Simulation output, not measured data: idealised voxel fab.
Process module name: voxel wiring stack
Xsec cut, 250 nm wide, square cell size 5 nm.
Each cross-section below is a grid of square cells, stated as bands in top-down order, with one or more rows of cells making up each band.
Heights first: top, then bottom, in nm. Then materials, left to right, each with a width in nm. "all across" on a single material: fills the band edge to edge. "empty": empty space.
Height reference: 0 = level under which incoming wafer is all one material. Lowest band: no bottom, runs on downward, e.g. "0 down".
Top row gets the first number, bottom row gets the second, and each row in between changes by the same step: that is how a band width like "30->40" works.
No cell of the cross-section changed in a step that is given as "all unchanged".
The entry titled "Sealed void listing" provides the empty spaces that have no open way to the top, restricted to those of 8 cells or more. Each is presented as width x height at distance, the distance being measured from the left edge, with all three in nm.
Step line, after settings: the simulator's comment on this step.
Among the settings permitted on a step's line is "overlay nm"; applied to a step with a mask, it specifies the extent to which the mask lay to the right of its planned position, whereas a negative figure signifies a position to the left.
## List of planned process steps
1,op RECEIVE | material Si
2,op CONFORMAL_DEP | material SiO2 | thk nm 10
3,op CONFORMAL_DEP | material SiN | thk nm 5
4,op DIRECTIONAL_DEP | material SiO2 | thk nm 20
5,op DIRECTIONAL_DEP | material aC | thk nm 10
6,op PATTERN | tone open | mask id METAL_1 | material resist | width nm 20 | pitch nm 40 | thk nm 25 | overlay nm 0
7,op DIRECTIONAL_ETCH | etch materials aC | depth nm 10
8,op STRIP | etch materials resist
9,op DIRECTIONAL_ETCH | etch materials SiO2 | depth nm 20
10,op DIRECTIONAL_ETCH | etch materials SiN | depth nm 5
11,op STRIP | etch materials aC
12,op CONFORMAL_DEP | material TiN | thk nm 5
13,op FILL_DEP | material Cu | thk nm 5
14,op CMP | height nm 35
15,op CONFORMAL_DEP | material SiCN | thk nm 5
16,op DIRECTIONAL_DEP | material lowk | thk nm 30
17,op MASKED_ETCH | tone open | mask id METAL_2 | width nm 20 | pitch nm 40 | etch materials lowk | depth nm 20 | overlay nm 0
18,op PATTERN | tone open | mask id METAL_2_HOLES | material resist | width nm 15 | pitch nm 40 | thk nm 20 | overlay nm 0
19,op DIRECTIONAL_ETCH | etch materials lowk | depth nm 10
20,op DIRECTIONAL_ETCH | etch materials SiCN | depth nm 5
21,op STRIP | etch materials resist
22,op CONFORMAL_DEP | material TiN | thk nm 5
23,op FILL_DEP | material Cu | thk nm 10
24,op CMP | height nm 70
25,op CONFORMAL_DEP | material SiCN | thk nm 5
26,op DIRECTIONAL_DEP | material lowk | thk nm 10
27,op DIRECTIONAL_DEP | material aC | thk nm 15
28,op PATTERN | tone open | mask id PLUG_2 | material resist | width nm 15 | thk nm 35 | overlay nm 0
29,op DIRECTIONAL_ETCH | etch materials aC | depth nm 15
30,op STRIP | etch materials resist
31,op DIRECTIONAL_ETCH | etch materials lowk | depth nm 10
32,op DIRECTIONAL_ETCH | etch materials SiCN | depth nm 5
33,op STRIP | etch materials aC
34,op EPI | material Ru | thk nm 10
35,op EPI | material Ru | thk nm 5
36,op CONFORMAL_DEP | material SiCN | thk nm 5
37,op DIRECTIONAL_DEP | material lowk | thk nm 20
38,op PATTERN | tone open | mask id METAL_3 | material resist | width nm 20 | pitch nm 40 | thk nm 15 | overlay nm 0
39,op DIRECTIONAL_ETCH | etch materials lowk | depth nm 20
40,op DIRECTIONAL_ETCH | etch materials SiCN | depth nm 5
41,op STRIP | etch materials resist
42,op CONFORMAL_DEP | material TiN | thk nm 5
43,op FILL_DEP | material Cu | thk nm 5
44,op CMP | height nm 110
45,op EPI | material Ru | thk nm 5
46,op FILL_DEP | material SiCN | thk nm 5
47,op DIRECTIONAL_DEP | material SiO2 | thk nm 10
48,op DIRECTIONAL_DEP | material aC | thk nm 10
49,op PATTERN | tone open | mask id PLUG_3 | material resist | width nm 15 | pitch nm 40 | thk nm 30 | overlay nm 0
50,op DIRECTIONAL_ETCH | etch materials aC | depth nm 10
51,op STRIP | etch materials resist
52,op DIRECTIONAL_ETCH | etch materials SiO2 | depth nm 10
53,op DIRECTIONAL_ETCH | etch materials SiCN | depth nm 5
54,op STRIP | etch materials aC
55,op EPI | material Ru | thk nm 10
56,op EPI | material Ru | thk nm 5
57,op CONFORMAL_DEP | material SiN | thk nm 5
58,op DIRECTIONAL_DEP | material SiO2 | thk nm 15
59,op MASKED_ETCH | tone open | mask id METAL_4 | width nm 20 | pitch nm 40 | etch materials SiO2 | depth nm 15 | overlay nm 0
60,op MASKED_ETCH | tone open | mask id METAL_4 | width nm 20 | pitch nm 40 | etch materials SiN | depth nm 5 | overlay nm 0
61,op CONFORMAL_DEP | material TiN | thk nm 5
62,op FILL_DEP | material W | thk nm 10
63,op CMP | height nm 150
64,op EPI | material Ru | thk nm 5
65,op FILL_DEP | material SiCN | thk nm 5
## Cross-sectional view of the wafer in its as-received condition, corresponding to the state after step 1
0 down: Si all across
Sealed void listing: none
## Wafer cross-section at end of module: start and plan as shown above, one execution error
160 to 155: SiCN all across
155 to 150: SiCN 90 nm, Ru 30 nm, SiCN 10 nm, Ru 30 nm, SiCN 90 nm
150 to 145: SiO2 95 nm, TiN 5 nm, W 10 nm, TiN 5 nm, SiO2 20 nm, TiN 5 nm, W 10 nm, TiN 5 nm, SiO2 95 nm
145 to 140: SiO2 80 nm, SiN 15 nm, TiN 20 nm, SiN 20 nm, TiN 20 nm, SiN 10 nm, SiO2 85 nm
140 to 135: SiO2 80 nm, SiN 5 nm, Ru 35 nm, SiN 5 nm, Ru 35 nm, SiN 5 nm, SiO2 85 nm
135 to 130: SiN 85 nm, Ru 35 nm, SiN 5 nm, Ru 35 nm, SiN 90 nm
130 to 120: SiO2 95 nm, Ru 15 nm, SiO2 25 nm, Ru 15 nm, SiO2 100 nm
120 to 110: SiCN 95->90 nm, Ru 15->30 nm, SiCN 25->10 nm, Ru 15->30 nm, SiCN 100->90 nm
110 to 90: lowk 95 nm, TiN 5 nm, Cu 10 nm, TiN 5 nm, lowk 20 nm, TiN 5 nm, Cu 10 nm, TiN 5 nm, lowk 95 nm
90 to 85: SiCN 95 nm, TiN 20 nm, SiCN 20 nm, TiN 20 nm, SiCN 95 nm
85 to 75: lowk 95 nm, Ru 15 nm, lowk 140 nm
75 to 70: SiCN 95 nm, Ru 15 nm, SiCN 140 nm
70 to 55: lowk 95 nm, TiN 5 nm, Cu 10 nm, TiN 5 nm, lowk 20 nm, TiN 5 nm, Cu 10 nm, TiN 5 nm, lowk 95 nm
55 to 50: lowk 95 nm, TiN 5 nm, Cu 5 nm, TiN 10 nm, lowk 20 nm, TiN 5 nm, Cu 5 nm, TiN 10 nm, lowk 95 nm
50 to 40: lowk 95 nm, TiN 5 nm, Cu 5 nm, TiN 5 nm, lowk 25 nm, TiN 5 nm, Cu 5 nm, TiN 5 nm, lowk 100 nm
40 to 35: SiCN 95 nm, TiN 15 nm, SiCN 25 nm, TiN 15 nm, SiCN 100 nm
35 to 15: SiO2 95 nm, TiN 5 nm, Cu 10 nm, TiN 5 nm, SiO2 20 nm, TiN 5 nm, Cu 10 nm, TiN 5 nm, SiO2 95 nm
15 to 10: SiN 95 nm, TiN 20 nm, SiN 20 nm, TiN 20 nm, SiN 95 nm
10 to 0: SiO2 all across
0 down: Si all across
Sealed void listing: none
Against the plan, the run slipped here: step 55 from the plan got run twice
